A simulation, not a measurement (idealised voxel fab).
process module | voxel air gaps
cross-section cut | 260 nm wide | cells 5 nm
A cross-section is a grid of square cells, given in bands from the top down. A band is one or more rows of cells.
Each band's line starts with the height of the band's top and of its bottom, in nm. Then come its materials from left to right, each with its width in nm. One material with "throughout" fills the band from edge to edge. "air" is empty space.
Height 0 is the level under which the wafer as received is all one material. The lowest band goes on downwards, as in "0 down".
A width such as "30 to 40" changes by the same amount from each row of cells to the next, from the band's top row to its bottom row.
"no change" after a step means that no cell of the cross-section changed.
closed voids: empty space of 8 cells or more with no open way to the top, each as width x height at its distance from the left edge, in nm
after a step's settings: what the simulator itself notes on the step
overlay nm, on a step with a mask: how far to the right of its planned place the mask lay; to the left if negative
Each pair below shows a cross-section before one step and the cross-section after it, down to the lowest band that changed. The line under each pair gives the step between them, with its settings. The pairs can come from different runs of this module on the same starting wafer, so a pair continues from the pair above only where its "before" says so.
before
  55 to 50: air 30 | TiN 35 | air 20 | TiN 35 | air 20 | TiN 35 | air 20 | TiN 35 | air 30
  50 to 20: air 30 | TiN 5 | lowk 25 | TiN 5 | air 20 | TiN 5 | lowk 25 | TiN 5 | air 20 | TiN 5 | lowk 25 | TiN 5 | air 20 | TiN 5 | lowk 25 | TiN 5 | air 30
  20 to 15: TiN 35 | lowk 25 | TiN 30 | lowk 25 | TiN 30 | lowk 25 | TiN 30 | lowk 25 | TiN 35
  15 to 10: SiCN throughout
  10 to 0: SiO2 throughout
  0 down: Si throughout
  closed voids: none
after
  65 to 55: Ru throughout
  55 to 50: Ru 30 | TiN 35 | Ru 20 | TiN 35 | Ru 20 | TiN 35 | Ru 20 | TiN 35 | Ru 30
  50 to 20: Ru 30 | TiN 5 | lowk 25 | TiN 5 | Ru 20 | TiN 5 | lowk 25 | TiN 5 | Ru 20 | TiN 5 | lowk 25 | TiN 5 | Ru 20 | TiN 5 | lowk 25 | TiN 5 | Ru 30
  below 20: unchanged
  closed voids: none
the step between: op FILL_DEP | material Ru | thk nm 10
before: the cross-section after the pair above
after
  50 to 20: Ru 30 | TiN 5 | lowk 25 | TiN 5 | Ru 20 | TiN 5 | lowk 25 | TiN 5 | Ru 20 | TiN 5 | lowk 25 | TiN 5 | Ru 20 | TiN 5 | lowk 25 | TiN 5 | Ru 30
  below 20: unchanged
  closed voids: none
the step between: op CMP | height nm 50
before: the cross-section after the pair above
after
  60 to 50: Ru 45 | air 5 | Ru 50 | air 5 | Ru 50 | air 5 | Ru 50 | air 5 | Ru 45
  below 50: unchanged
  closed voids: none
the step between: op EPI | material Ru | thk nm 10
before: the cross-section after the pair above
after
  60 to 50: Ru 45 | air 5 | Ru 50 | air 5 | Ru 50 | air 5 | Ru 50 | air 5 | Ru 45
  50 to 20: Ru 30 | TiN 5 | air 25 | TiN 5 | Ru 20 | TiN 5 | air 25 | TiN 5 | Ru 20 | TiN 5 | air 25 | TiN 5 | Ru 20 | TiN 5 | air 25 | TiN 5 | Ru 30
  20 to 15: TiN 35 | air 25 | TiN 30 | air 25 | TiN 30 | air 25 | TiN 30 | air 25 | TiN 35
  below 15: unchanged
  closed voids: none
the step between: op SELECTIVE_ETCH | etch materials lowk | depth nm 45
before: the cross-section after the pair above
after
  65 to 60: SiCN throughout
  60 to 50: Ru 45 | SiCN 5 | Ru 50 | SiCN 5 | Ru 50 | SiCN 5 | Ru 50 | SiCN 5 | Ru 45
  50 to 45: Ru 30 | TiN 5 | SiCN 25 | TiN 5 | Ru 20 | TiN 5 | SiCN 25 | TiN 5 | Ru 20 | TiN 5 | SiCN 25 | TiN 5 | Ru 20 | TiN 5 | SiCN 25 | TiN 5 | Ru 30
  45 to 20: Ru 30 | TiN 5 | SiCN 5 | air 15 | SiCN 5 | TiN 5 | Ru 20 | TiN 5 | SiCN 5 | air 15 | SiCN 5 | TiN 5 | Ru 20 | TiN 5 | SiCN 5 | air 15 | SiCN 5 | TiN 5 | Ru 20 | TiN 5 | SiCN 5 | air 15 | SiCN 5 | TiN 5 | Ru 30
  20 to 15: TiN 35 | SiCN 25 | TiN 30 | SiCN 25 | TiN 30 | SiCN 25 | TiN 30 | SiCN 25 | TiN 35
  below 15: unchanged
  closed voids: 15 x 25 at 40; 15 x 25 at 95; 15 x 25 at 150; 15 x 25 at 205
the step between: op CONFORMAL_DEP | material SiCN | thk nm 5
